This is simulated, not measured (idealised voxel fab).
The document below concerns the process module designated voxel capacitor over wiring.
cross-section cut | 220 nm wide | cells 5 nm
In this document a cross-section is written as a grid of square cells. It is given as a series of bands, listed from the top down, and a band is one or more rows of cells.
Band: top height; bottom height; in nm. Then, left to right: material with width in nm, for each material. "all across": a single material spanning edge to edge. "blank": empty space.
Heights are measured from 0, the level below which the as-received wafer is all one material; the lowest band has no bottom and continues downward, written as in "0 down".
So if you see something like "30 to 40" for the width, read it as the top row of the band sitting at the first number and the bottom row at the second, with every row in between moving by the same amount as the last.
Step marked "no change"? Then no cell in the cross-section changed in it.
The entry titled "Closed void entries" provides the empty spaces that have no open way to the top, restricted to those of 8 cells or more. Each is presented as width x height at distance, the distance being measured from the left edge, with all three in nm.
It should be noted that, on the line of a given step, the content following the step's settings is a remark produced by the simulator itself with respect to that step.
You can add "overlay nm" to a step's line. For a step with a mask, it describes how far the mask lay to the right of its planned position, and a negative number describes a lay to the left.
## Steps planned for the process
| 1 | RECEIVE,material Si |
| 2 | CONFORMAL_DEP,material SiO2,thk nm 10 |
| 3 | DIRECTIONAL_DEP,material TiN,thk nm 5 |
| 4 | DIRECTIONAL_DEP,material W,thk nm 15 |
| 5 | DIRECTIONAL_DEP,material aC,thk nm 10 |
| 6 | PATTERN,tone cover,mask id METAL_1,material resist,width nm 20,pitch nm 70,thk nm 30,overlay nm 0 |
| 7 | DIRECTIONAL_ETCH,etch materials aC,depth nm 10 |
| 8 | STRIP,etch materials resist |
| 9 | DIRECTIONAL_ETCH,etch materials W,depth nm 15 |
| 10 | DIRECTIONAL_ETCH,etch materials TiN,depth nm 5 |
| 11 | STRIP,etch materials aC |
| 12 | CONFORMAL_DEP,material SiCN,thk nm 5 |
| 13 | FILL_DEP,material SiO2,thk nm 5 |
| 14 | CMP,height nm 30 |
| 15 | CONFORMAL_DEP,material SiCN,thk nm 5 |
| 16 | DIRECTIONAL_DEP,material SiO2,thk nm 15 |
| 17 | MASKED_ETCH,tone open,mask id PLUG_1,width nm 15,etch materials SiO2,depth nm 15,overlay nm 0 |
| 18 | MASKED_ETCH,tone open,mask id PLUG_1,width nm 15,etch materials SiCN,depth nm 5,overlay nm 0 |
| 19 | CONFORMAL_DEP,material TiN,thk nm 5 |
| 20 | FILL_DEP,material Ru,thk nm 5 |
| 21 | CMP,height nm 50 |
| 22 | DIRECTIONAL_DEP,material TiN,thk nm 10 |
| 23 | DIRECTIONAL_DEP,material HfO2,thk nm 5 |
| 24 | DIRECTIONAL_DEP,material TiN,thk nm 5 |
| 25 | PATTERN,tone cover,mask id UPPER_PLATE,material resist,width nm 55,thk nm 15,overlay nm 0 |
| 26 | DIRECTIONAL_ETCH,etch materials TiN,depth nm 5 |
| 27 | DIRECTIONAL_ETCH,etch materials HfO2,depth nm 5 |
| 28 | STRIP,etch materials resist |
| 29 | DIRECTIONAL_DEP,material aC,thk nm 10 |
| 30 | PATTERN,tone cover,mask id LOWER_PLATE,material resist,width nm 65,thk nm 25,overlay nm 0 |
| 31 | DIRECTIONAL_ETCH,etch materials aC,depth nm 10 |
| 32 | STRIP,etch materials resist |
| 33 | DIRECTIONAL_ETCH,etch materials TiN,depth nm 10 |
| 34 | STRIP,etch materials aC |
| 35 | FILL_DEP,material SiO2,thk nm 15 |
| 36 | CMP,height nm 80 |
| 37 | PATTERN,tone open,mask id PLUG_2,material resist,width nm 15,thk nm 20,overlay nm 0 |
| 38 | DIRECTIONAL_ETCH,etch materials SiO2,depth nm 10 |
| 39 | STRIP,etch materials resist |
| 40 | CONFORMAL_DEP,material TiN,thk nm 5 |
| 41 | FILL_DEP,material Ru,thk nm 10 |
| 42 | CMP,height nm 80 |
| 43 | CONFORMAL_DEP,material SiN,thk nm 5 |
## Cross-sectional view of the wafer in its as-received condition, corresponding to the state after step 1
* 0 down = Si all across
* Closed void entries: none
## Module complete - cross-section of the first of two wafers, run according to plan
* 85 to 80 = SiN all across
* 80 to 75 = SiO2: 80 / TiN: 5 / Ru: 5 / TiN: 5 / SiO2: 125
* 75 to 65 = SiO2: 80 to 70 / TiN: 15 to 55 / SiO2: 125 to 95
* 65 to 60 = SiO2: 70 / HfO2: 55 / SiO2: 95
* 60 to 50 = SiO2: 65 / TiN: 65 / SiO2: 90
* 50 to 35 = SiO2: 70 / TiN: 5 / Ru: 5 / TiN: 5 / SiO2: 135
* 35 to 30 = SiCN: 70 / TiN: 15 / SiCN: 135
* 30 to 15 = SiO2: 60 / SiCN: 5 / W: 20 / SiCN: 5 / SiO2: 40 / SiCN: 5 / W: 20 / SiCN: 5 / SiO2: 60
* 15 to 10 = SiCN: 65 / TiN: 20 / SiCN: 50 / TiN: 20 / SiCN: 65
* 10 to 0 = SiO2 all across
* 0 down = Si all across
* Closed void entries: none
## End-of-module cross-section of the second wafer: identical starting point and process plan to the first, with one processing mistake
* 85 to 80 = SiN all across
* 80 to 75 = SiO2: 80 / TiN: 5 / Ru: 5 / TiN: 5 / SiO2: 125
* 75 to 65 = SiO2: 80 to 70 / TiN: 15 to 55 / SiO2: 125 to 95
* 65 to 60 = SiO2: 70 / HfO2: 55 / SiO2: 95
* 60 to 50 = SiO2: 65 / TiN: 65 / SiO2: 90
* 50 to 35 = SiO2: 70 / TiN: 5 / Ru: 5 / TiN: 5 / SiO2: 135
* 35 to 30 = SiCN: 70 / TiN: 15 / SiCN: 135
* 30 to 20 = SiO2: 60 / SiCN: 5 / W: 20 / SiCN: 5 / SiO2: 40 / SiCN: 5 / W: 20 / SiCN: 5 / SiO2: 60
* 20 to 15 = SiCN: 65 / W: 20 / SiCN: 50 / W: 20 / SiCN: 65
* 15 to 5 = SiO2 all across
* 5 to 0 = TiN all across
* 0 down = Si all across
* Closed void entries: none
Processing error: step 2 ran in the slot meant for step 3, and vice versa
FYI, end of process, the second wafer has more or fewer cells of some materials than the first: -4 SiCN, -32 SiO2, +36 TiN
